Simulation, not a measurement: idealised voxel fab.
Name of the process module below: voxel gate over fins
We display cut, a cross-section 185 nm in width whose square cells are each 5 nm.
Each cross-section below is a grid of square cells, stated as bands in top-down order, with one or more rows of cells making up each band. Per band: top height and bottom height in nm, followed by the left-to-right materials and their widths in nm; "edge to edge" marks a single material spanning edge to edge, "air" marks empty space. Zero point of the height axis is 0; under it, received wafer = one material. Lowest band: continues down indefinitely, "0 nm and below". Graded width ("30->40"): value in top row of band = first number; value in bottom row = second number; row-to-row change constant. "same as before" -> step changed no cross-section cell. "Catalogued sealed voids": sealed empty spaces, 8 cells or more, no open way to top, listed width x height at distance, with distance from the left edge and width, height and distance in nm. Anything after a step's settings on that line? It's the simulator's own note about the step. overlay nm: mask offset rightward from planned place, masked step; negative means leftward offset.
## These are the steps we planned for the process
step 1: RECEIVE [material Si]
step 2: CONFORMAL_DEP [material SiN] [thk nm 5]
step 3: DIRECTIONAL_DEP [material aC] [thk nm 15]
step 4: PATTERN [tone cover] [mask id FINS] [material resist] [width nm 15] [pitch nm 45] [thk nm 35] [overlay nm 0]
step 5: DIRECTIONAL_ETCH [etch materials aC] [depth nm 15]
step 6: STRIP [etch materials resist]
step 7: DIRECTIONAL_ETCH [etch materials SiN] [depth nm 5]
step 8: DIRECTIONAL_ETCH [etch materials Si] [depth nm 20]
step 9: STRIP [etch materials aC]
step 10: OXIDIZE [depth nm 5]
step 11: FILL_DEP [material SiO2] [thk nm 5]
step 12: CMP [height nm 5]
step 13: SELECTIVE_ETCH [etch materials SiO2] [depth nm 20]
step 14: STRIP [etch materials SiN]
step 15: CONFORMAL_DEP [material HfO2] [thk nm 5]
step 16: CONFORMAL_DEP [material TiN] [thk nm 5]
step 17: FILL_DEP [material W] [thk nm 15]
step 18: CMP [height nm 20]
step 19: CONFORMAL_DEP [material SiCN] [thk nm 5]
Variable across wafers: step 8 depth nm (plan value is that of the first wafer; starting state common to all).
## first wafer as received, after step 1
* 0 nm and below: Si edge to edge
* Catalogued sealed voids: none
## Wafer cross-section (first of several) - module end, post step 19 (last step)
* 25 nm to 20 nm: SiCN edge to edge
* 20 nm to 10 nm: W edge to edge
* 10 nm to 5 nm: 35 W  25 TiN  20 W  25 TiN  20 W  25 TiN  35 W
* 5 nm to 0 nm: 35 W  5 TiN  15 HfO2  5 TiN  20 W  5 TiN  15 HfO2  5 TiN  20 W  5 TiN  15 HfO2  5 TiN  35 W
* 0 nm to -5 nm: 35 W  5 TiN  5 HfO2  5 Si  5 HfO2  5 TiN  20 W  5 TiN  5 HfO2  5 Si  5 HfO2  5 TiN  20 W  5 TiN  5 HfO2  5 Si  5 HfO2  5 TiN  35 W
* -5 nm to -10 nm: 40 TiN  5 HfO2  5 Si  5 HfO2  30 TiN  5 HfO2  5 Si  5 HfO2  30 TiN  5 HfO2  5 Si  5 HfO2  40 TiN
* -10 nm to -15 nm: 45 HfO2  5 Si  40 HfO2  5 Si  40 HfO2  5 Si  45 HfO2
* -15 nm to -25 nm: 45 SiO2  5 Si  40 SiO2  5 Si  40 SiO2  5 Si  45 SiO2
* -25 nm and below: Si edge to edge
* Catalogued sealed voids: none
## End of module, last wafer sectioned
* 25 nm to 20 nm: SiCN edge to edge
* 20 nm to 10 nm: W edge to edge
* 10 nm to 5 nm: 35 W  25 TiN  20 W  25 TiN  20 W  25 TiN  35 W
* 5 nm to 0 nm: 35 W  5 TiN  15 HfO2  5 TiN  20 W  5 TiN  15 HfO2  5 TiN  20 W  5 TiN  15 HfO2  5 TiN  35 W
* 0 nm to -5 nm: 35 W  5 TiN  5 HfO2  5 Si  5 HfO2  5 TiN  20 W  5 TiN  5 HfO2  5 Si  5 HfO2  5 TiN  20 W  5 TiN  5 HfO2  5 Si  5 HfO2  5 TiN  35 W
* -5 nm to -10 nm: 40 TiN  5 HfO2  5 Si  5 HfO2  30 TiN  5 HfO2  5 Si  5 HfO2  30 TiN  5 HfO2  5 Si  5 HfO2  40 TiN
* -10 nm to -15 nm: 45 HfO2  5 Si  40 HfO2  5 Si  40 HfO2  5 Si  45 HfO2
* -15 nm to -50 nm: 45 SiO2  5 Si  40 SiO2  5 Si  40 SiO2  5 Si  45 SiO2
* -50 nm and below: Si edge to edge
* Catalogued sealed voids: none
## Rows = wafers. At module end, each row lists per material the cells gained (+) or lost (-) since the wafer was received, then the closed voids
depth nm 20, +55 HfO2, -170 Si, +37 SiCN, +68 SiO2, +55 TiN, +140 W, Catalogued sealed voids: none
depth nm 25, +55 HfO2, -204 Si, +37 SiCN, +102 SiO2, +55 TiN, +140 W, Catalogued sealed voids: none
depth nm 30, +55 HfO2, -238 Si, +37 SiCN, +136 SiO2, +55 TiN, +140 W, Catalogued sealed voids: none
depth nm 35, +55 HfO2, -272 Si, +37 SiCN, +170 SiO2, +55 TiN, +140 W, Catalogued sealed voids: none
depth nm 40, +55 HfO2, -306 Si, +37 SiCN, +204 SiO2, +55 TiN, +140 W, Catalogued sealed voids: none
depth nm 45, +55 HfO2, -340 Si, +37 SiCN, +238 SiO2, +55 TiN, +140 W, Catalogued sealed voids: none
